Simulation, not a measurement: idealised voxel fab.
process module | voxel wiring stack
cross-section cut | 175 nm wide | cells 5 nm
A cross-section is a grid of square cells, given in bands from the top down. A band is one or more rows of cells.
Each band's line starts with the height of the band's top and of its bottom, in nm. Then come its materials from left to right, each with its width in nm. One material with "throughout" fills the band from edge to edge. "air" is empty space.
Height 0 is the level under which the wafer as received is all one material. The lowest band goes on downwards, as in "0 down".
A width such as "30 to 40" changes by the same amount from each row of cells to the next, from the band's top row to its bottom row.
"no change" after a step means that no cell of the cross-section changed.
closed voids: empty space of 8 cells or more with no open way to the top, each as width x height at its distance from the left edge, in nm
after a step's settings: what the simulator itself notes on the step
overlay nm, on a step with a mask: how far to the right of its planned place the mask lay; to the left if negative
plan
1 op RECEIVE | material Si
2 op CONFORMAL_DEP | material SiO2 | thk nm 15
3 op DIRECTIONAL_DEP | material TiN | thk nm 5
4 op DIRECTIONAL_DEP | material Ru | thk nm 15
5 op MASKED_ETCH | tone cover | mask id METAL_1 | width nm 25 | pitch nm 55 | etch materials Ru | depth nm 15 | overlay nm 0
6 op MASKED_ETCH | tone cover | mask id METAL_1 | width nm 25 | pitch nm 55 | etch materials TiN | depth nm 5 | overlay nm 0
7 op FILL_DEP | material lowk | thk nm 5
8 op CMP | height nm 35
9 op CONFORMAL_DEP | material SiCN | thk nm 5
10 op DIRECTIONAL_DEP | material lowk | thk nm 10
11 op DIRECTIONAL_DEP | material aC | thk nm 15
12 op PATTERN | tone open | mask id PLUG_1 | material resist | width nm 15 | pitch nm 55 | thk nm 30 | overlay nm 0
13 op DIRECTIONAL_ETCH | etch materials aC | depth nm 15
14 op STRIP | etch materials resist
15 op DIRECTIONAL_ETCH | etch materials lowk | depth nm 10
16 op DIRECTIONAL_ETCH | etch materials SiCN | depth nm 5
17 op STRIP | etch materials aC
18 op CONFORMAL_DEP | material TiN | thk nm 5
19 op FILL_DEP | material Ru | thk nm 5
20 op CMP | height nm 50
21 op CONFORMAL_DEP | material SiCN | thk nm 5
22 op DIRECTIONAL_DEP | material SiO2 | thk nm 15
23 op PATTERN | tone open | mask id METAL_2 | material resist | width nm 25 | pitch nm 55 | thk nm 15 | overlay nm 0
24 op DIRECTIONAL_ETCH | etch materials SiO2 | depth nm 15
25 op DIRECTIONAL_ETCH | etch materials SiCN | depth nm 5
26 op STRIP | etch materials resist
27 op CONFORMAL_DEP | material TiN | thk nm 5
28 op FILL_DEP | material Ru | thk nm 5
29 op CMP | height nm 70
30 op CONFORMAL_DEP | material SiCN | thk nm 5
31 op DIRECTIONAL_DEP | material SiO2 | thk nm 30
32 op MASKED_ETCH | tone open | mask id METAL_3_HOLES | width nm 15 | etch materials SiO2 | depth nm 30 | overlay nm 0
33 op MASKED_ETCH | tone open | mask id METAL_3 | width nm 25 | pitch nm 55 | etch materials SiO2 | depth nm 15 | overlay nm 0
34 op MASKED_ETCH | tone open | mask id METAL_3 | width nm 25 | pitch nm 55 | etch materials SiCN | depth nm 5 | overlay nm 0
35 op CONFORMAL_DEP | material TiN | thk nm 5
36 op FILL_DEP | material Ru | thk nm 5
37 op CMP | height nm 105
38 op CONFORMAL_DEP | material SiCN | thk nm 5
as received, after step 1
  0 down: Si throughout
  closed voids: none
a wafer at the end: this start, this plan, one mistake
  110 to 105: SiCN throughout
  105 to 95: SiO2 45 | TiN 5 | Ru 15 | TiN 5 | SiO2 30 | TiN 5 | Ru 15 | TiN 5 | SiO2 50
  95 to 90: SiO2 45 | TiN 5 | Ru 5 | TiN 15 | SiO2 30 | TiN 25 | SiO2 50
  90 to 75: SiO2 45 | TiN 5 | Ru 5 | TiN 5 | SiO2 115
  75 to 70: SiCN 45 | TiN 15 | SiCN 115
  70 to 55: SiO2 45 | TiN 5 | Ru 15 | TiN 5 | SiO2 30 | TiN 5 | Ru 15 | TiN 5 | SiO2 50
  55 to 50: SiCN 45 | TiN 25 | SiCN 30 | TiN 25 | SiCN 50
  50 to 40: lowk 50 | Ru 5 | lowk 50 | Ru 5 | lowk 65
  40 to 35: SiCN 45 | lowk 15 | SiCN 40 | lowk 15 | SiCN 60
  35 to 20: lowk 45 | Ru 25 | lowk 30 | Ru 25 | lowk 50
  20 to 15: lowk 45 | TiN 25 | lowk 30 | TiN 25 | lowk 50
  15 to 0: SiO2 throughout
  0 down: Si throughout
  closed voids: none
what went wrong: step 18 ran as: op CONFORMAL_DEP | material lowk | thk nm 5
